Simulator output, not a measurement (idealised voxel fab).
Process module, titled voxel self aligned vias
cross-section cut | 240 nm wide | cells 5 nm
We lay out every cross-section as a grid of square cells and spell it out in bands from the top down, where one band means one or more rows of cells. Within each band entry, the heights of the top and of the bottom of the band appear first, in that order and in nm; the materials of the band then follow from left to right, each with its corresponding width in nm. The designation "everywhere" on a single material indicates that it fills the band from edge to edge; the designation "blank" indicates empty space. All heights in this document are referenced to 0, defined as the level beneath which the wafer, as received, consists entirely of one material. The lowest band is not bounded below; it extends indefinitely downward and is written in the form "from 0 down". The width entry "30 to 40" should be interpreted row by row: the top row of cells in the band takes the first number, the bottom row takes the second number, and the change between adjacent rows is uniform throughout. What does "stayed the same" mean for a step? It means no cell of the cross-section changed in that step. For the entry "Sealed void list", the listed items are empty spaces with no open way to the top whose size is 8 cells or more; each item follows the pattern width x height at distance, where distance is from the left edge and all three are in nm. The remark found on a step's line after its settings is issued by the simulator itself and pertains to that step. overlay nm: right-of-plan distance of the mask on a masked step; negative values mean left-of-plan.

## Process steps - plan
- 1: RECEIVE, material Si
- 2: CONFORMAL_DEP, material SiO2, thk nm 15
- 3: CONFORMAL_DEP, material SiCN, thk nm 5
- 4: DIRECTIONAL_DEP, material SiO2, thk nm 25
- 5: MASKED_ETCH, tone open, mask id LINES, width nm 30, pitch nm 55, etch materials SiO2, depth nm 25, overlay nm 0
- 6: CONFORMAL_DEP, material TiN, thk nm 5
- 7: FILL_DEP, material W, thk nm 10
- 8: CMP, height nm 45
- 9: SELECTIVE_ETCH, etch materials W Ru TiN, depth nm 5
- 10: FILL_DEP, material SiN, thk nm 10
- 11: CMP, height nm 45
- 12: DIRECTIONAL_DEP, material SiO2, thk nm 20
- 13: MASKED_ETCH, tone open, mask id VIAS, width nm 40, pitch nm 55, etch materials SiO2, depth nm 20, overlay nm 0
- 14: MASKED_ETCH, tone open, mask id VIAS, width nm 40, pitch nm 55, etch materials SiN, depth nm 5, overlay nm 0
- 15: CONFORMAL_DEP, material TiN, thk nm 5
- 16: FILL_DEP, material W, thk nm 10
- 17: CMP, height nm 65
- 18: CONFORMAL_DEP, material SiCN, thk nm 5

## Wafer cross-section on receipt, i.e. after step 1
from 0 down  Si everywhere
Sealed void list: none

## Looking at the first of two wafers in cross-section at end of module - ran to plan
from 70 to 65  SiCN everywhere
from 65 to 50  SiO2: 70, then TiN: 5, then W: 30, then TiN: 5, then SiO2: 15, then TiN: 5, then W: 30, then TiN: 5, then SiO2: 75
from 50 to 45  SiO2: 70, then TiN: 10, then W: 20, then TiN: 10, then SiO2: 15, then TiN: 10, then W: 20, then TiN: 10, then SiO2: 75
from 45 to 40  SiO2: 75, then TiN: 30, then SiO2: 25, then TiN: 30, then SiO2: 80
from 40 to 25  SiO2: 75, then TiN: 5, then W: 20, then TiN: 5, then SiO2: 25, then TiN: 5, then W: 20, then TiN: 5, then SiO2: 80
from 25 to 20  SiO2: 75, then TiN: 30, then SiO2: 25, then TiN: 30, then SiO2: 80
from 20 to 15  SiCN everywhere
from 15 to 0  SiO2 everywhere
from 0 down  Si everywhere
Sealed void list: none

## Presented here is a cross-section of the second of the two wafers as it stood at the end of the module. It was started in the same manner and assigned the same plan as the first wafer; however, one mistake was made in its execution
from 70 to 65  SiCN everywhere
from 65 to 50  SiO2: 70, then TiN: 5, then W: 30, then TiN: 5, then SiO2: 15, then TiN: 5, then W: 30, then TiN: 5, then SiO2: 75
from 50 to 45  SiO2: 70, then TiN: 40, then SiO2: 15, then TiN: 40, then SiO2: 75
from 45 to 40  SiO2 everywhere
from 40 to 25  SiO2: 75, then TiN: 5, then W: 20, then TiN: 5, then SiO2: 25, then TiN: 5, then W: 20, then TiN: 5, then SiO2: 80
from 25 to 20  SiO2: 75, then TiN: 30, then SiO2: 25, then TiN: 30, then SiO2: 80
from 20 to 15  SiCN everywhere
from 15 to 0  SiO2 everywhere
from 0 down  Si everywhere
Sealed void list: none
The plan and the run diverged here: step 10 changed vs plan, executed as FILL_DEP, material SiO2, thk nm 10
The second wafer ends with more or fewer cells of some materials than the first, per final count: SiO2 +12; TiN -4; W -8
